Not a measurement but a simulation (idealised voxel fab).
The following is a process module called voxel transistor to metal.
Section cut is 175 nm wide and gridded with 5 nm square cells.
This document writes a cross-section as a grid whose cells are square, and gives it as bands, listed from the top down; one or more rows of cells form a band. It is stipulated that each band's entry specify, in nanometres, the height of the top of the band and then that of its bottom, followed by the materials of the band in left-to-right sequence, each together with its width in nanometres. A single material marked by the word "throughout" is understood to fill the band from edge to edge; the word "blank" is understood to denote empty space. Heights are measured from 0, the level below which the as-received wafer is all one material; the lowest band has no bottom and continues downward, written as in "z 0 and below". The two numbers in a width such as "30..40" mark its ends across the band: the first belongs to the top row of cells, the second to the bottom row, and from each row to the next the width moves by the same amount. Any step labelled "nothing altered" changed none of the cells in the cross-section. So "Unvented cavities" is basically the list of trapped voids: any empty space of 8 cells or more that can't reach the top through an opening. They're written width x height at distance, the distance being from the left edge, and it's all nm. Past the settings on a step's line: simulator remark, on that step. If you see "overlay nm" on a step's line and that step has a mask, it's telling you how far right of where it was planned the mask ended up; a negative number means it went left instead.
-- The steps planned for the process are as follows
step 1: RECEIVE: material Si
step 2: OXIDIZE: depth nm 5
step 3: CONFORMAL_DEP: material SiN, thk nm 10
step 4: MASKED_ETCH: tone cover, mask id ACTIVE, width nm 110, etch materials SiN, depth nm 10, overlay nm 0
step 5: MASKED_ETCH: tone cover, mask id ACTIVE, width nm 110, etch materials SiO2, depth nm 5, overlay nm 0
step 6: MASKED_ETCH: tone cover, mask id ACTIVE, width nm 110, etch materials Si, depth nm 25, overlay nm 0
step 7: OXIDIZE: depth nm 5
step 8: FILL_DEP: material SiO2, thk nm 5
step 9: CMP: height nm 10
step 10: SELECTIVE_ETCH: etch materials SiO2, depth nm 5
step 11: STRIP: etch materials SiN
step 12: SELECTIVE_ETCH: etch materials SiO2, depth nm 5
step 13: OXIDIZE: depth nm 5
step 14: DIRECTIONAL_DEP: material polySi, thk nm 25
step 15: DIRECTIONAL_DEP: material SiCN, thk nm 15
step 16: MASKED_ETCH: tone cover, mask id GATE, width nm 30, etch materials SiCN, depth nm 25, overlay nm 0
step 17: MASKED_ETCH: tone cover, mask id GATE, width nm 30, etch materials polySi, depth nm 35, overlay nm 0
step 18: CONFORMAL_DEP: material SiO2, thk nm 5
step 19: DIRECTIONAL_ETCH: etch materials SiO2, depth nm 5
step 20: CONFORMAL_DEP: material SiN, thk nm 5
step 21: DIRECTIONAL_ETCH: etch materials SiN, depth nm 5
step 22: DIRECTIONAL_ETCH: etch materials SiO2, depth nm 5
step 23: DIRECTIONAL_ETCH: etch materials Si, depth nm 10
step 24: EPI: material nSi, thk nm 10
step 25: FILL_DEP: material SiO2, thk nm 10
step 26: CMP: height nm 20
step 27: STRIP: etch materials polySi
step 28: SELECTIVE_ETCH: etch materials SiO2, depth nm 5
step 29: CONFORMAL_DEP: material HfO2, thk nm 5
step 30: CONFORMAL_DEP: material TiN, thk nm 5
step 31: FILL_DEP: material W, thk nm 10
step 32: CMP: height nm 15
step 33: DIRECTIONAL_DEP: material SiO2, thk nm 10
step 34: DIRECTIONAL_DEP: material aC, thk nm 15
step 35: PATTERN: tone open, mask id CONTACT, material resist, width nm 15, pitch nm 75, thk nm 35, overlay nm 0
step 36: DIRECTIONAL_ETCH: etch materials aC, depth nm 15
step 37: STRIP: etch materials resist
step 38: DIRECTIONAL_ETCH: etch materials SiO2, depth nm 35
step 39: STRIP: etch materials aC
step 40: CONFORMAL_DEP: material TiN, thk nm 5
step 41: FILL_DEP: material Ru, thk nm 5
step 42: CMP: height nm 25
step 43: DIRECTIONAL_DEP: material TiN, thk nm 5
step 44: DIRECTIONAL_DEP: material W, thk nm 25
step 45: DIRECTIONAL_DEP: material aC, thk nm 10
step 46: PATTERN: tone cover, mask id METAL_1, material resist, width nm 15, pitch nm 75, thk nm 25, overlay nm 0
step 47: DIRECTIONAL_ETCH: etch materials aC, depth nm 10
step 48: STRIP: etch materials resist
step 49: DIRECTIONAL_ETCH: etch materials W, depth nm 25
step 50: DIRECTIONAL_ETCH: etch materials TiN, depth nm 5
step 51: STRIP: etch materials aC
step 52: CONFORMAL_DEP: material SiCN, thk nm 5
step 53: FILL_DEP: material lowk, thk nm 5
step 54: CMP: height nm 55
step 55: CONFORMAL_DEP: material SiCN, thk nm 5
-- As received (post step 1): cross-section
> z 0 and below = Si throughout
> Unvented cavities: none
-- Here's the wafer cut in cross-section after the module, started and planned just like above, except one thing was done wrong in the run
> z 60 to 55 = SiCN throughout
> z 55 to 30 = 25 of lowk / 5 of SiCN / 15 of W / 5 of SiCN / 50 of lowk / 5 of SiCN / 15 of W / 5 of SiCN / 50 of lowk
> z 30 to 25 = 30 of SiCN / 15 of TiN / 60 of SiCN / 15 of TiN / 55 of SiCN
> z 25 to 15 = 40 of SiO2 / 5 of TiN / 5 of Ru / 5 of TiN / 60 of SiO2 / 5 of TiN / 5 of Ru / 5 of TiN / 45 of SiO2
> z 15 to 5 = 40 of SiO2 / 5 of TiN / 5 of Ru / 5 of TiN / 5 of SiO2 / 5 of SiN / 5 of HfO2 / 5 of TiN / 20 of W / 5 of TiN / 5 of HfO2 / 5 of SiN / 5 of SiO2 / 5 of TiN / 5 of Ru / 5 of TiN / 45 of SiO2
> z 5 to 0 = 40 of SiO2 / 15 of TiN / 5 of SiO2 / 5 of SiN / 5 of HfO2 / 5 of TiN / 20 of W / 5 of TiN / 5 of HfO2 / 5 of SiN / 5 of SiO2 / 15 of TiN / 45 of SiO2
> z 0 to -5 = 30 of SiO2 / 5 of SiN / 5 of SiO2 / 10 of TiN / 10 of nSi / 5 of SiN / 5 of HfO2 / 30 of TiN / 5 of HfO2 / 5 of SiN / 10 of nSi / 10 of TiN / 5 of SiO2 / 5 of SiN / 35 of SiO2
> z -5 to -10 = 40 of SiO2 / 10 of TiN / 10 of nSi / 5 of SiO2 / 40 of HfO2 / 5 of SiO2 / 10 of nSi / 10 of TiN / 45 of SiO2
> z -10 to -20 = 35 of SiO2 / 25 of nSi / 50 of Si / 25 of nSi / 40 of SiO2
> z -20 to -35 = 35 of SiO2 / 100 of Si / 40 of SiO2
> z -35 and below = Si throughout
> Unvented cavities: none
Misprocessing identified: planned and actual differ for step 46; actual: PATTERN: tone cover, mask id METAL_1, material resist, width nm 15, pitch nm 75, thk nm 25, overlay nm -10
